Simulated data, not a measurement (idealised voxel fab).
Herein follows the process module entitled voxel transistor to metal.
Displayed cross-section: cut, width of 270 nm, square cells sized 5 nm.
A cross-section is written here as square cells arranged in a grid, and it is given in bands from the top down, each band taking up one or more rows of cells. First you get the band's top height and its bottom height, in nm, and then the materials it's made of, left to right, with each width in nm. If you see a single material with "full width", that one covers the band edge to edge. "empty" is empty space. Heights are expressed relative to 0, this being the level below which the as-received wafer comprises one material exclusively. The lowest band is unbounded in the downward direction and is denoted as in "0 nm and below". Note: "30..40" means the width goes from the first number (top row of the band) to the second number (bottom row) in equal steps per row of cells. It should be understood that the words "no alteration", when stated for a given step, signify that the cross-section underwent no change in any of its cells during that step. Listed in "Sealed void inventory": every empty space of 8 or more cells without an open way to the top. Form: width x height at distance, the distance being from the left edge, all in nm. What comes after the settings on a step's line is commentary from the simulator itself on that step. overlay nm: mask right of planned place by this much (step with mask). Neg. = left. Heads up before you read on: it's before/after pairs around one process step each, after side only down to the lowest band that changed, step plus settings under the pair. Pairs can be from different runs of this module, same starting wafer, so only chain a pair onto the one above if its "Status before step" entry says so.

## Status before step
65 nm to 55 nm: 30 nm aC  15 nm empty  55 nm aC  15 nm empty  40 nm aC  15 nm empty  55 nm aC  15 nm empty  30 nm aC
55 nm to 40 nm: 30 nm SiO2  15 nm empty  55 nm SiO2  15 nm empty  40 nm SiO2  15 nm empty  55 nm SiO2  15 nm empty  30 nm SiO2
40 nm to 25 nm: 30 nm SiO2  15 nm empty  5 nm SiO2  5 nm SiN  5 nm SiO2  25 nm SiCN  5 nm SiO2  5 nm SiN  5 nm SiO2  15 nm empty  40 nm SiO2  15 nm empty  5 nm SiO2  5 nm SiN  5 nm SiO2  25 nm SiCN  5 nm SiO2  5 nm SiN  5 nm SiO2  15 nm empty  30 nm SiO2
25 nm to 5 nm: 30 nm SiO2  15 nm empty  5 nm SiO2  5 nm SiN  5 nm SiO2  25 nm polySi  5 nm SiO2  5 nm SiN  5 nm SiO2  15 nm empty  40 nm SiO2  15 nm empty  5 nm SiO2  5 nm SiN  5 nm SiO2  25 nm polySi  5 nm SiO2  5 nm SiN  5 nm SiO2  15 nm empty  30 nm SiO2
5 nm to 0 nm: 35 nm SiO2  5 nm SiN  10 nm nSi  5 nm SiN  5 nm SiO2  25 nm polySi  5 nm SiO2  5 nm SiN  10 nm nSi  10 nm SiO2  10 nm nSi  5 nm SiN  30 nm SiO2  5 nm SiN  10 nm nSi  5 nm SiN  5 nm SiO2  25 nm polySi  5 nm SiO2  5 nm SiN  10 nm nSi  10 nm SiO2  10 nm nSi  5 nm SiN  15 nm SiO2
0 nm to -5 nm: 40 nm SiO2  10 nm nSi  45 nm SiO2  10 nm nSi  10 nm SiO2  10 nm nSi  40 nm SiO2  10 nm nSi  45 nm SiO2  10 nm nSi  10 nm SiO2  10 nm nSi  20 nm SiO2
-5 nm to -15 nm: 35 nm SiO2  5 nm Si  10 nm nSi  45 nm Si  30 nm nSi  5 nm Si  30 nm SiO2  5 nm Si  10 nm nSi  45 nm Si  30 nm nSi  5 nm Si  15 nm SiO2
-15 nm to -20 nm: 35 nm SiO2  95 nm Si  30 nm SiO2  95 nm Si  15 nm SiO2
-20 nm and below: Si full width
Sealed void inventory: none

## Post-Step Appearance
55 nm to 40 nm: 30 nm SiO2  15 nm empty  55 nm SiO2  15 nm empty  40 nm SiO2  15 nm empty  55 nm SiO2  15 nm empty  30 nm SiO2
For the remainder of the cross-section, below 40, there is no change.
Sealed void inventory: none
Which operation links the two cross-sections above? STRIP (etch materials aC)

Status before step: The initial state for this step is given by the after cross-section of the immediately preceding pair.

## Post-Step Appearance
60 nm to 55 nm: 35 nm TiN  5 nm empty  65 nm TiN  5 nm empty  50 nm TiN  5 nm empty  65 nm TiN  5 nm empty  35 nm TiN
55 nm to 40 nm: 30 nm SiO2  5 nm TiN  5 nm empty  5 nm TiN  55 nm SiO2  5 nm TiN  5 nm empty  5 nm TiN  40 nm SiO2  5 nm TiN  5 nm empty  5 nm TiN  55 nm SiO2  5 nm TiN  5 nm empty  5 nm TiN  30 nm SiO2
40 nm to 25 nm: 30 nm SiO2  5 nm TiN  5 nm empty  5 nm TiN  5 nm SiO2  5 nm SiN  5 nm SiO2  25 nm SiCN  5 nm SiO2  5 nm SiN  5 nm SiO2  5 nm TiN  5 nm empty  5 nm TiN  40 nm SiO2  5 nm TiN  5 nm empty  5 nm TiN  5 nm SiO2  5 nm SiN  5 nm SiO2  25 nm SiCN  5 nm SiO2  5 nm SiN  5 nm SiO2  5 nm TiN  5 nm empty  5 nm TiN  30 nm SiO2
25 nm to 10 nm: 30 nm SiO2  5 nm TiN  5 nm empty  5 nm TiN  5 nm SiO2  5 nm SiN  5 nm SiO2  25 nm polySi  5 nm SiO2  5 nm SiN  5 nm SiO2  5 nm TiN  5 nm empty  5 nm TiN  40 nm SiO2  5 nm TiN  5 nm empty  5 nm TiN  5 nm SiO2  5 nm SiN  5 nm SiO2  25 nm polySi  5 nm SiO2  5 nm SiN  5 nm SiO2  5 nm TiN  5 nm empty  5 nm TiN  30 nm SiO2
10 nm to 5 nm: 30 nm SiO2  15 nm TiN  5 nm SiO2  5 nm SiN  5 nm SiO2  25 nm polySi  5 nm SiO2  5 nm SiN  5 nm SiO2  15 nm TiN  40 nm SiO2  15 nm TiN  5 nm SiO2  5 nm SiN  5 nm SiO2  25 nm polySi  5 nm SiO2  5 nm SiN  5 nm SiO2  15 nm TiN  30 nm SiO2
For the remainder of the cross-section, below 5, there is no change.
Sealed void inventory: none
Which operation links the two cross-sections above? CONFORMAL_DEP (material TiN; thk nm 5)

Status before step: The initial state for this step is given by the after cross-section of the immediately preceding pair.

## Post-Step Appearance
70 nm to 60 nm: W full width
60 nm to 55 nm: 35 nm TiN  5 nm W  65 nm TiN  5 nm W  50 nm TiN  5 nm W  65 nm TiN  5 nm W  35 nm TiN
55 nm to 40 nm: 30 nm SiO2  5 nm TiN  5 nm W  5 nm TiN  55 nm SiO2  5 nm TiN  5 nm W  5 nm TiN  40 nm SiO2  5 nm TiN  5 nm W  5 nm TiN  55 nm SiO2  5 nm TiN  5 nm W  5 nm TiN  30 nm SiO2
40 nm to 25 nm: 30 nm SiO2  5 nm TiN  5 nm W  5 nm TiN  5 nm SiO2  5 nm SiN  5 nm SiO2  25 nm SiCN  5 nm SiO2  5 nm SiN  5 nm SiO2  5 nm TiN  5 nm W  5 nm TiN  40 nm SiO2  5 nm TiN  5 nm W  5 nm TiN  5 nm SiO2  5 nm SiN  5 nm SiO2  25 nm SiCN  5 nm SiO2  5 nm SiN  5 nm SiO2  5 nm TiN  5 nm W  5 nm TiN  30 nm SiO2
25 nm to 10 nm: 30 nm SiO2  5 nm TiN  5 nm W  5 nm TiN  5 nm SiO2  5 nm SiN  5 nm SiO2  25 nm polySi  5 nm SiO2  5 nm SiN  5 nm SiO2  5 nm TiN  5 nm W  5 nm TiN  40 nm SiO2  5 nm TiN  5 nm W  5 nm TiN  5 nm SiO2  5 nm SiN  5 nm SiO2  25 nm polySi  5 nm SiO2  5 nm SiN  5 nm SiO2  5 nm TiN  5 nm W  5 nm TiN  30 nm SiO2
For the remainder of the cross-section, below 10, there is no change.
Sealed void inventory: none
Which operation links the two cross-sections above? FILL_DEP (material W; thk nm 10)

Status before step: The initial state for this step is given by the after cross-section of the immediately preceding pair.

## Post-Step Appearance
55 nm to 40 nm: 30 nm SiO2  5 nm TiN  5 nm W  5 nm TiN  55 nm SiO2  5 nm TiN  5 nm W  5 nm TiN  40 nm SiO2  5 nm TiN  5 nm W  5 nm TiN  55 nm SiO2  5 nm TiN  5 nm W  5 nm TiN  30 nm SiO2
For the remainder of the cross-section, below 40, there is no change.
Sealed void inventory: none
Which operation links the two cross-sections above? CMP (height nm 55)

Status before step: The initial state for this step is given by the after cross-section of the immediately preceding pair.

## Post-Step Appearance
60 nm to 55 nm: SiCN full width
For the remainder of the cross-section, below 55, there is no change.
Sealed void inventory: none
Which operation links the two cross-sections above? CONFORMAL_DEP (material SiCN; thk nm 5)

Status before step: The initial state for this step is given by the after cross-section of the immediately preceding pair.

## Post-Step Appearance
80 nm to 60 nm: SiO2 full width
For the remainder of the cross-section, below 60, there is no change.
Sealed void inventory: none
Which operation links the two cross-sections above? DIRECTIONAL_DEP (material SiO2; thk nm 20)

Status before step: The initial state for this step is given by the after cross-section of the immediately preceding pair.

## Post-Step Appearance
95 nm to 80 nm: aC full width
For the remainder of the cross-section, below 80, there is no change.
Sealed void inventory: none
Which operation links the two cross-sections above? DIRECTIONAL_DEP (material aC; thk nm 15)

Status before step: The initial state for this step is given by the after cross-section of the immediately preceding pair.

## Post-Step Appearance
125 nm to 95 nm: 30 nm resist  15 nm empty  55 nm resist  15 nm empty  40 nm resist  15 nm empty  55 nm resist  15 nm empty  30 nm resist
For the remainder of the cross-section, below 95, there is no change.
Sealed void inventory: none
Which operation links the two cross-sections above? PATTERN (tone open; mask id METAL_1; material resist; width nm 15; thk nm 30; overlay nm 0)

Status before step: The initial state for this step is given by the after cross-section of the immediately preceding pair.

## Post-Step Appearance
110 nm to 95 nm: 30 nm resist  15 nm empty  55 nm resist  15 nm empty  40 nm resist  15 nm empty  55 nm resist  15 nm empty  30 nm resist
95 nm to 80 nm: 30 nm aC  15 nm empty  55 nm aC  15 nm empty  40 nm aC  15 nm empty  55 nm aC  15 nm empty  30 nm aC
For the remainder of the cross-section, below 80, there is no change.
Sealed void inventory: none
Which operation links the two cross-sections above? DIRECTIONAL_ETCH (etch materials aC; depth nm 15)

Status before step: The initial state for this step is given by the after cross-section of the immediately preceding pair.

## Post-Step Appearance
95 nm to 80 nm: 30 nm aC  15 nm empty  55 nm aC  15 nm empty  40 nm aC  15 nm empty  55 nm aC  15 nm empty  30 nm aC
For the remainder of the cross-section, below 80, there is no change.
Sealed void inventory: none
Which operation links the two cross-sections above? STRIP (etch materials resist)

Status before step: The initial state for this step is given by the after cross-section of the immediately preceding pair.

## Post-Step Appearance
95 nm to 80 nm: 30 nm aC  15 nm empty  55 nm aC  15 nm empty  40 nm aC  15 nm empty  55 nm aC  15 nm empty  30 nm aC
80 nm to 60 nm: 30 nm SiO2  15 nm empty  55 nm SiO2  15 nm empty  40 nm SiO2  15 nm empty  55 nm SiO2  15 nm empty  30 nm SiO2
For the remainder of the cross-section, below 60, there is no change.
Sealed void inventory: none
Which operation links the two cross-sections above? DIRECTIONAL_ETCH (etch materials SiO2; depth nm 20)

Status before step: The initial state for this step is given by the after cross-section of the immediately preceding pair.

## Post-Step Appearance
95 nm to 80 nm: 30 nm aC  15 nm empty  55 nm aC  15 nm empty  40 nm aC  15 nm empty  55 nm aC  15 nm empty  30 nm aC
80 nm to 60 nm: 30 nm SiO2  15 nm empty  55 nm SiO2  15 nm empty  40 nm SiO2  15 nm empty  55 nm SiO2  15 nm empty  30 nm SiO2
60 nm to 55 nm: 30 nm SiCN  15 nm empty  55 nm SiCN  15 nm empty  40 nm SiCN  15 nm empty  55 nm SiCN  15 nm empty  30 nm SiCN
For the remainder of the cross-section, below 55, there is no change.
Sealed void inventory: none
Which operation links the two cross-sections above? DIRECTIONAL_ETCH (etch materials SiCN; depth nm 5)

Status before step: The initial state for this step is given by the after cross-section of the immediately preceding pair.

## Post-Step Appearance
80 nm to 60 nm: 30 nm SiO2  15 nm empty  55 nm SiO2  15 nm empty  40 nm SiO2  15 nm empty  55 nm SiO2  15 nm empty  30 nm SiO2
For the remainder of the cross-section, below 60, there is no change.
Sealed void inventory: none
Which operation links the two cross-sections above? STRIP (etch materials aC)

Status before step: The initial state for this step is given by the after cross-section of the immediately preceding pair.

## Post-Step Appearance
85 nm to 80 nm: 35 nm TiN  5 nm empty  65 nm TiN  5 nm empty  50 nm TiN  5 nm empty  65 nm TiN  5 nm empty  35 nm TiN
80 nm to 60 nm: 30 nm SiO2  5 nm TiN  5 nm empty  5 nm TiN  55 nm SiO2  5 nm TiN  5 nm empty  5 nm TiN  40 nm SiO2  5 nm TiN  5 nm empty  5 nm TiN  55 nm SiO2  5 nm TiN  5 nm empty  5 nm TiN  30 nm SiO2
60 nm to 55 nm: 30 nm SiCN  15 nm TiN  55 nm SiCN  15 nm TiN  40 nm SiCN  15 nm TiN  55 nm SiCN  15 nm TiN  30 nm SiCN
For the remainder of the cross-section, below 55, there is no change.
Sealed void inventory: none
Which operation links the two cross-sections above? CONFORMAL_DEP (material TiN; thk nm 5)

Status before step: The initial state for this step is given by the after cross-section of the immediately preceding pair.

## Post-Step Appearance
90 nm to 85 nm: Cu full width
85 nm to 80 nm: 35 nm TiN  5 nm Cu  65 nm TiN  5 nm Cu  50 nm TiN  5 nm Cu  65 nm TiN  5 nm Cu  35 nm TiN
80 nm to 60 nm: 30 nm SiO2  5 nm TiN  5 nm Cu  5 nm TiN  55 nm SiO2  5 nm TiN  5 nm Cu  5 nm TiN  40 nm SiO2  5 nm TiN  5 nm Cu  5 nm TiN  55 nm SiO2  5 nm TiN  5 nm Cu  5 nm TiN  30 nm SiO2
For the remainder of the cross-section, below 60, there is no change.
Sealed void inventory: none
Which operation links the two cross-sections above? FILL_DEP (material Cu; thk nm 5)

Status before step: The initial state for this step is given by the after cross-section of the immediately preceding pair.

## Post-Step Appearance
80 nm to 60 nm: 30 nm SiO2  5 nm TiN  5 nm Cu  5 nm TiN  55 nm SiO2  5 nm TiN  5 nm Cu  5 nm TiN  40 nm SiO2  5 nm TiN  5 nm Cu  5 nm TiN  55 nm SiO2  5 nm TiN  5 nm Cu  5 nm TiN  30 nm SiO2
For the remainder of the cross-section, below 60, there is no change.
Sealed void inventory: none
Which operation links the two cross-sections above? CMP (height nm 80)

Status before step: The initial state for this step is given by the after cross-section of the immediately preceding pair.

## Post-Step Appearance
85 nm to 80 nm: 25 nm empty  25 nm Ru  45 nm empty  25 nm Ru  30 nm empty  25 nm Ru  45 nm empty  25 nm Ru  25 nm empty
For the remainder of the cross-section, below 80, there is no change.
Sealed void inventory: none
Which operation links the two cross-sections above? EPI (material Ru; thk nm 5)

Status before step: The initial state for this step is given by the after cross-section of the immediately preceding pair.

## Post-Step Appearance
90 nm to 85 nm: SiCN full width
85 nm to 80 nm: 25 nm SiCN  25 nm Ru  45 nm SiCN  25 nm Ru  30 nm SiCN  25 nm Ru  45 nm SiCN  25 nm Ru  25 nm SiCN
For the remainder of the cross-section, below 80, there is no change.
Sealed void inventory: none
Which operation links the two cross-sections above? FILL_DEP (material SiCN; thk nm 5)

## Status before step
60 nm to 55 nm: 35 nm TiN  5 nm empty  65 nm TiN  5 nm empty  50 nm TiN  5 nm empty  65 nm TiN  5 nm empty  35 nm TiN
55 nm to 40 nm: 30 nm SiO2  5 nm TiN  5 nm empty  5 nm TiN  55 nm SiO2  5 nm TiN  5 nm empty  5 nm TiN  40 nm SiO2  5 nm TiN  5 nm empty  5 nm TiN  55 nm SiO2  5 nm TiN  5 nm empty  5 nm TiN  30 nm SiO2
40 nm to 25 nm: 30 nm SiO2  5 nm TiN  5 nm empty  5 nm TiN  5 nm SiO2  5 nm SiN  5 nm SiO2  25 nm SiCN  5 nm SiO2  5 nm SiN  5 nm SiO2  5 nm TiN  5 nm empty  5 nm TiN  40 nm SiO2  5 nm TiN  5 nm empty  5 nm TiN  5 nm SiO2  5 nm SiN  5 nm SiO2  25 nm SiCN  5 nm SiO2  5 nm SiN  5 nm SiO2  5 nm TiN  5 nm empty  5 nm TiN  30 nm SiO2
25 nm to 10 nm: 30 nm SiO2  5 nm TiN  5 nm empty  5 nm TiN  5 nm SiO2  5 nm SiN  5 nm SiO2  25 nm polySi  5 nm SiO2  5 nm SiN  5 nm SiO2  5 nm TiN  5 nm empty  5 nm TiN  40 nm SiO2  5 nm TiN  5 nm empty  5 nm TiN  5 nm SiO2  5 nm SiN  5 nm SiO2  25 nm polySi  5 nm SiO2  5 nm SiN  5 nm SiO2  5 nm TiN  5 nm empty  5 nm TiN  30 nm SiO2
10 nm to 5 nm: 30 nm SiO2  15 nm TiN  5 nm SiO2  5 nm SiN  5 nm SiO2  25 nm polySi  5 nm SiO2  5 nm SiN  5 nm SiO2  15 nm TiN  40 nm SiO2  15 nm TiN  5 nm SiO2  5 nm SiN  5 nm SiO2  25 nm polySi  5 nm SiO2  5 nm SiN  5 nm SiO2  15 nm TiN  30 nm SiO2
5 nm to 0 nm: 25 nm SiO2  5 nm SiN  20 nm nSi  5 nm SiN  5 nm SiO2  25 nm polySi  5 nm SiO2  5 nm SiN  20 nm nSi  5 nm SiN  30 nm SiO2  5 nm SiN  20 nm nSi  5 nm SiN  5 nm SiO2  25 nm polySi  5 nm SiO2  5 nm SiN  20 nm nSi  5 nm SiN  25 nm SiO2
0 nm to -5 nm: 30 nm SiO2  20 nm nSi  45 nm SiO2  20 nm nSi  40 nm SiO2  20 nm nSi  45 nm SiO2  20 nm nSi  30 nm SiO2
-5 nm to -15 nm: 25 nm SiO2  5 nm Si  20 nm nSi  45 nm Si  20 nm nSi  5 nm Si  30 nm SiO2  5 nm Si  20 nm nSi  45 nm Si  20 nm nSi  5 nm Si  25 nm SiO2
-15 nm to -20 nm: 25 nm SiO2  95 nm Si  30 nm SiO2  95 nm Si  25 nm SiO2
-20 nm and below: Si full width
Sealed void inventory: none

## Post-Step Appearance
70 nm to 60 nm: SiCN full width
60 nm to 55 nm: 35 nm TiN  5 nm SiCN  65 nm TiN  5 nm SiCN  50 nm TiN  5 nm SiCN  65 nm TiN  5 nm SiCN  35 nm TiN
55 nm to 40 nm: 30 nm SiO2  5 nm TiN  5 nm SiCN  5 nm TiN  55 nm SiO2  5 nm TiN  5 nm SiCN  5 nm TiN  40 nm SiO2  5 nm TiN  5 nm SiCN  5 nm TiN  55 nm SiO2  5 nm TiN  5 nm SiCN  5 nm TiN  30 nm SiO2
40 nm to 25 nm: 30 nm SiO2  5 nm TiN  5 nm SiCN  5 nm TiN  5 nm SiO2  5 nm SiN  5 nm SiO2  25 nm SiCN  5 nm SiO2  5 nm SiN  5 nm SiO2  5 nm TiN  5 nm SiCN  5 nm TiN  40 nm SiO2  5 nm TiN  5 nm SiCN  5 nm TiN  5 nm SiO2  5 nm SiN  5 nm SiO2  25 nm SiCN  5 nm SiO2  5 nm SiN  5 nm SiO2  5 nm TiN  5 nm SiCN  5 nm TiN  30 nm SiO2
25 nm to 10 nm: 30 nm SiO2  5 nm TiN  5 nm SiCN  5 nm TiN  5 nm SiO2  5 nm SiN  5 nm SiO2  25 nm polySi  5 nm SiO2  5 nm SiN  5 nm SiO2  5 nm TiN  5 nm SiCN  5 nm TiN  40 nm SiO2  5 nm TiN  5 nm SiCN  5 nm TiN  5 nm SiO2  5 nm SiN  5 nm SiO2  25 nm polySi  5 nm SiO2  5 nm SiN  5 nm SiO2  5 nm TiN  5 nm SiCN  5 nm TiN  30 nm SiO2
For the remainder of the cross-section, below 10, there is no change.
Sealed void inventory: none
Which operation links the two cross-sections above? FILL_DEP (material SiCN; thk nm 10)

Status before step: The initial state for this step is given by the after cross-section of the immediately preceding pair.

## Post-Step Appearance
55 nm to 40 nm: 30 nm SiO2  5 nm TiN  5 nm SiCN  5 nm TiN  55 nm SiO2  5 nm TiN  5 nm SiCN  5 nm TiN  40 nm SiO2  5 nm TiN  5 nm SiCN  5 nm TiN  55 nm SiO2  5 nm TiN  5 nm SiCN  5 nm TiN  30 nm SiO2
For the remainder of the cross-section, below 40, there is no change.
Sealed void inventory: none
Which operation links the two cross-sections above? CMP (height nm 55)

Status before step: The initial state for this step is given by the after cross-section of the immediately preceding pair.

## Post-Step Appearance
60 nm to 55 nm: SiCN full width
For the remainder of the cross-section, below 55, there is no change.
Sealed void inventory: none
Which operation links the two cross-sections above? CONFORMAL_DEP (material SiCN; thk nm 5)

Status before step: The initial state for this step is given by the after cross-section of the immediately preceding pair.

## Post-Step Appearance
80 nm to 60 nm: SiO2 full width
For the remainder of the cross-section, below 60, there is no change.
Sealed void inventory: none
Which operation links the two cross-sections above? DIRECTIONAL_DEP (material SiO2; thk nm 20)

Status before step: The initial state for this step is given by the after cross-section of the immediately preceding pair.

## Post-Step Appearance
95 nm to 80 nm: aC full width
For the remainder of the cross-section, below 80, there is no change.
Sealed void inventory: none
Which operation links the two cross-sections above? DIRECTIONAL_DEP (material aC; thk nm 15)

Status before step: The initial state for this step is given by the after cross-section of the immediately preceding pair.

## Post-Step Appearance
125 nm to 95 nm: 30 nm resist  15 nm empty  55 nm resist  15 nm empty  40 nm resist  15 nm empty  55 nm resist  15 nm empty  30 nm resist
For the remainder of the cross-section, below 95, there is no change.
Sealed void inventory: none
Which operation links the two cross-sections above? PATTERN (tone open; mask id METAL_1; material resist; width nm 15; thk nm 30; overlay nm 0)

Status before step: The initial state for this step is given by the after cross-section of the immediately preceding pair.

## Post-Step Appearance
110 nm to 95 nm: 30 nm resist  15 nm empty  55 nm resist  15 nm empty  40 nm resist  15 nm empty  55 nm resist  15 nm empty  30 nm resist
95 nm to 80 nm: 30 nm aC  15 nm empty  55 nm aC  15 nm empty  40 nm aC  15 nm empty  55 nm aC  15 nm empty  30 nm aC
For the remainder of the cross-section, below 80, there is no change.
Sealed void inventory: none
Which operation links the two cross-sections above? DIRECTIONAL_ETCH (etch materials aC; depth nm 15)

Status before step: The initial state for this step is given by the after cross-section of the immediately preceding pair.

## Post-Step Appearance
95 nm to 80 nm: 30 nm aC  15 nm empty  55 nm aC  15 nm empty  40 nm aC  15 nm empty  55 nm aC  15 nm empty  30 nm aC
For the remainder of the cross-section, below 80, there is no change.
Sealed void inventory: none
Which operation links the two cross-sections above? STRIP (etch materials resist)

Status before step: The initial state for this step is given by the after cross-section of the immediately preceding pair.

## Post-Step Appearance
95 nm to 80 nm: 30 nm aC  15 nm empty  55 nm aC  15 nm empty  40 nm aC  15 nm empty  55 nm aC  15 nm empty  30 nm aC
80 nm to 60 nm: 30 nm SiO2  15 nm empty  55 nm SiO2  15 nm empty  40 nm SiO2  15 nm empty  55 nm SiO2  15 nm empty  30 nm SiO2
For the remainder of the cross-section, below 60, there is no change.
Sealed void inventory: none
Which operation links the two cross-sections above? DIRECTIONAL_ETCH (etch materials SiO2; depth nm 20)

Status before step: The initial state for this step is given by the after cross-section of the immediately preceding pair.

## Post-Step Appearance
95 nm to 80 nm: 30 nm aC  15 nm empty  55 nm aC  15 nm empty  40 nm aC  15 nm empty  55 nm aC  15 nm empty  30 nm aC
80 nm to 60 nm: 30 nm SiO2  15 nm empty  55 nm SiO2  15 nm empty  40 nm SiO2  15 nm empty  55 nm SiO2  15 nm empty  30 nm SiO2
60 nm to 55 nm: 30 nm SiCN  15 nm empty  55 nm SiCN  15 nm empty  40 nm SiCN  15 nm empty  55 nm SiCN  15 nm empty  30 nm SiCN
For the remainder of the cross-section, below 55, there is no change.
Sealed void inventory: none
Which operation links the two cross-sections above? DIRECTIONAL_ETCH (etch materials SiCN; depth nm 5)

Status before step: The initial state for this step is given by the after cross-section of the immediately preceding pair.

## Post-Step Appearance
80 nm to 60 nm: 30 nm SiO2  15 nm empty  55 nm SiO2  15 nm empty  40 nm SiO2  15 nm empty  55 nm SiO2  15 nm empty  30 nm SiO2
For the remainder of the cross-section, below 60, there is no change.
Sealed void inventory: none
Which operation links the two cross-sections above? STRIP (etch materials aC)

Status before step: The initial state for this step is given by the after cross-section of the immediately preceding pair.

## Post-Step Appearance
85 nm to 80 nm: 35 nm TiN  5 nm empty  65 nm TiN  5 nm empty  50 nm TiN  5 nm empty  65 nm TiN  5 nm empty  35 nm TiN
80 nm to 60 nm: 30 nm SiO2  5 nm TiN  5 nm empty  5 nm TiN  55 nm SiO2  5 nm TiN  5 nm empty  5 nm TiN  40 nm SiO2  5 nm TiN  5 nm empty  5 nm TiN  55 nm SiO2  5 nm TiN  5 nm empty  5 nm TiN  30 nm SiO2
60 nm to 55 nm: 30 nm SiCN  15 nm TiN  55 nm SiCN  15 nm TiN  40 nm SiCN  15 nm TiN  55 nm SiCN  15 nm TiN  30 nm SiCN
For the remainder of the cross-section, below 55, there is no change.
Sealed void inventory: none
Which operation links the two cross-sections above? CONFORMAL_DEP (material TiN; thk nm 5)

Status before step: The initial state for this step is given by the after cross-section of the immediately preceding pair.

## Post-Step Appearance
90 nm to 85 nm: Cu full width
85 nm to 80 nm: 35 nm TiN  5 nm Cu  65 nm TiN  5 nm Cu  50 nm TiN  5 nm Cu  65 nm TiN  5 nm Cu  35 nm TiN
80 nm to 60 nm: 30 nm SiO2  5 nm TiN  5 nm Cu  5 nm TiN  55 nm SiO2  5 nm TiN  5 nm Cu  5 nm TiN  40 nm SiO2  5 nm TiN  5 nm Cu  5 nm TiN  55 nm SiO2  5 nm TiN  5 nm Cu  5 nm TiN  30 nm SiO2
For the remainder of the cross-section, below 60, there is no change.
Sealed void inventory: none
Which operation links the two cross-sections above? FILL_DEP (material Cu; thk nm 5)

Status before step: The initial state for this step is given by the after cross-section of the immediately preceding pair.

## Post-Step Appearance
80 nm to 60 nm: 30 nm SiO2  5 nm TiN  5 nm Cu  5 nm TiN  55 nm SiO2  5 nm TiN  5 nm Cu  5 nm TiN  40 nm SiO2  5 nm TiN  5 nm Cu  5 nm TiN  55 nm SiO2  5 nm TiN  5 nm Cu  5 nm TiN  30 nm SiO2
For the remainder of the cross-section, below 60, there is no change.
Sealed void inventory: none
Which operation links the two cross-sections above? CMP (height nm 80)

Status before step: The initial state for this step is given by the after cross-section of the immediately preceding pair.

## Post-Step Appearance
85 nm to 80 nm: 25 nm empty  25 nm Ru  45 nm empty  25 nm Ru  30 nm empty  25 nm Ru  45 nm empty  25 nm Ru  25 nm empty
For the remainder of the cross-section, below 80, there is no change.
Sealed void inventory: none
Which operation links the two cross-sections above? EPI (material Ru; thk nm 5)

Status before step: The initial state for this step is given by the after cross-section of the immediately preceding pair.

## Post-Step Appearance
90 nm to 85 nm: SiCN full width
85 nm to 80 nm: 25 nm SiCN  25 nm Ru  45 nm SiCN  25 nm Ru  30 nm SiCN  25 nm Ru  45 nm SiCN  25 nm Ru  25 nm SiCN
For the remainder of the cross-section, below 80, there is no change.
Sealed void inventory: none
Which operation links the two cross-sections above? FILL_DEP (material SiCN; thk nm 5)

## Status before step
45 nm to 40 nm: 20 nm SiCN  105 nm empty  20 nm SiCN  105 nm empty  20 nm SiCN
40 nm to 30 nm: SiCN full width
30 nm to 25 nm: 20 nm polySi  105 nm SiCN  20 nm polySi  105 nm SiCN  20 nm polySi
25 nm to 5 nm: polySi full width
5 nm to 0 nm: 20 nm SiO2  105 nm polySi  20 nm SiO2  105 nm polySi  20 nm SiO2
0 nm to -5 nm: SiO2 full width
-5 nm to -20 nm: 25 nm SiO2  95 nm Si  30 nm SiO2  95 nm Si  25 nm SiO2
-20 nm and below: Si full width
Sealed void inventory: none

## Post-Step Appearance
65 nm to 45 nm: 60 nm resist  25 nm empty  100 nm resist  25 nm empty  60 nm resist
45 nm to 40 nm: 20 nm SiCN  40 nm resist  25 nm empty  40 nm resist  20 nm SiCN  40 nm resist  25 nm empty  40 nm resist  20 nm SiCN
For the remainder of the cross-section, below 40, there is no change.
Sealed void inventory: none
Which operation links the two cross-sections above? PATTERN (tone open; mask id GATE; material resist; width nm 25; pitch nm 125; thk nm 20; overlay nm 0)

Status before step: The initial state for this step is given by the after cross-section of the immediately preceding pair.

## Post-Step Appearance
65 nm to 45 nm: 60 nm resist  25 nm empty  100 nm resist  25 nm empty  60 nm resist
45 nm to 40 nm: 20 nm SiCN  40 nm resist  25 nm empty  40 nm resist  20 nm SiCN  40 nm resist  25 nm empty  40 nm resist  20 nm SiCN
40 nm to 30 nm: 60 nm SiCN  25 nm empty  100 nm SiCN  25 nm empty  60 nm SiCN
30 nm to 25 nm: 20 nm polySi  40 nm SiCN  25 nm empty  40 nm SiCN  20 nm polySi  40 nm SiCN  25 nm empty  40 nm SiCN  20 nm polySi
For the remainder of the cross-section, below 25, there is no change.
Sealed void inventory: none
Which operation links the two cross-sections above? DIRECTIONAL_ETCH (etch materials SiCN; depth nm 25)

Status before step: The initial state for this step is given by the after cross-section of the immediately preceding pair.

## Post-Step Appearance
65 nm to 45 nm: 60 nm resist  25 nm empty  100 nm resist  25 nm empty  60 nm resist
45 nm to 40 nm: 20 nm SiCN  40 nm resist  25 nm empty  40 nm resist  20 nm SiCN  40 nm resist  25 nm empty  40 nm resist  20 nm SiCN
40 nm to 30 nm: 60 nm SiCN  25 nm empty  100 nm SiCN  25 nm empty  60 nm SiCN
30 nm to 25 nm: 20 nm polySi  40 nm SiCN  25 nm empty  40 nm SiCN  20 nm polySi  40 nm SiCN  25 nm empty  40 nm SiCN  20 nm polySi
25 nm to 5 nm: 60 nm polySi  25 nm empty  100 nm polySi  25 nm empty  60 nm polySi
5 nm to 0 nm: 20 nm SiO2  40 nm polySi  25 nm empty  40 nm polySi  20 nm SiO2  40 nm polySi  25 nm empty  40 nm polySi  20 nm SiO2
For the remainder of the cross-section, below 0, there is no change.
Sealed void inventory: none
Which operation links the two cross-sections above? DIRECTIONAL_ETCH (etch materials polySi; depth nm 35)

Status before step: The initial state for this step is given by the after cross-section of the immediately preceding pair.

## Post-Step Appearance
45 nm to 40 nm: 20 nm SiCN  105 nm empty  20 nm SiCN  105 nm empty  20 nm SiCN
For the remainder of the cross-section, below 40, there is no change.
Sealed void inventory: none
Which operation links the two cross-sections above? STRIP (etch materials resist)
